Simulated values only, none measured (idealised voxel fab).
The process module presented herein is designated voxel spacer lines.
In the cross-section labelled cut, the width is 235 nm and each square cell is 5 nm.
Heads up, the way a cross-section reads in here is a grid of square cells, handed over as bands from the top down, with every band being one or more rows of cells. A band entry consists of two parts. The first gives the height of the band's top and the height of its bottom, in nm. The rest lists the band's materials from left to right, each with its width in nm. A single material labelled with the word "full width" fills the band from edge to edge, and the word "blank" marks empty space. We count height from 0. Below that, the starting wafer is all one material. The lowest band never ends at the bottom but goes on down; see "top 0, no bottom" for how that is written. The two numbers in a width such as "30->40" mark its ends across the band: the first belongs to the top row of cells, the second to the bottom row, and from each row to the next the width moves by the same amount. Step note "remains unaltered" = no cross-section cell changed. Any empty space of 8 cells or more lacking an open way to the top shows up in "Catalogued sealed voids" as width x height at distance, distance from the left edge, in nm. Heads up: the bit after the settings on a step's line is the simulator's remark on that step. The "overlay nm" setting may appear on a step's line; for a step that uses a mask, it gives how far to the right of its planned position the mask lay, and a negative value indicates the left.
-- Planned step list for the process
- 1: RECEIVE: material Si
- 2: CONFORMAL_DEP: material Al2O3, thk nm 10
- 3: DIRECTIONAL_DEP: material SiN, thk nm 15
- 4: DIRECTIONAL_DEP: material polySi, thk nm 20
- 5: PATTERN: tone cover, mask id MANDREL, material resist, width nm 20, pitch nm 70, thk nm 25, overlay nm 0
- 6: DIRECTIONAL_ETCH: etch materials polySi, depth nm 20
- 7: STRIP: etch materials resist
- 8: CONFORMAL_DEP: material SiO2, thk nm 15
- 9: DIRECTIONAL_ETCH: etch materials SiO2, depth nm 15
- 10: STRIP: etch materials polySi
- 11: DIRECTIONAL_ETCH: etch materials SiN, depth nm 15
- 12: STRIP: etch materials SiO2
- 13: FILL_DEP: material lowk, thk nm 5
- 14: CMP: height nm 25
-- Cross-section of the wafer at receipt, which is the condition after step 1
- top 0, no bottom: Si full width
- Catalogued sealed voids: none
-- Result of the module, cross-sectioned: start per above, plan per above, one error in how it was run
- top 25, bottom 10: polySi full width
- top 10, bottom 0: Al2O3 full width
- top 0, no bottom: Si full width
- Catalogued sealed voids: none
Finding, execution versus plan: steps 3 and 4 of the plan were run in the wrong order, each in the other's place
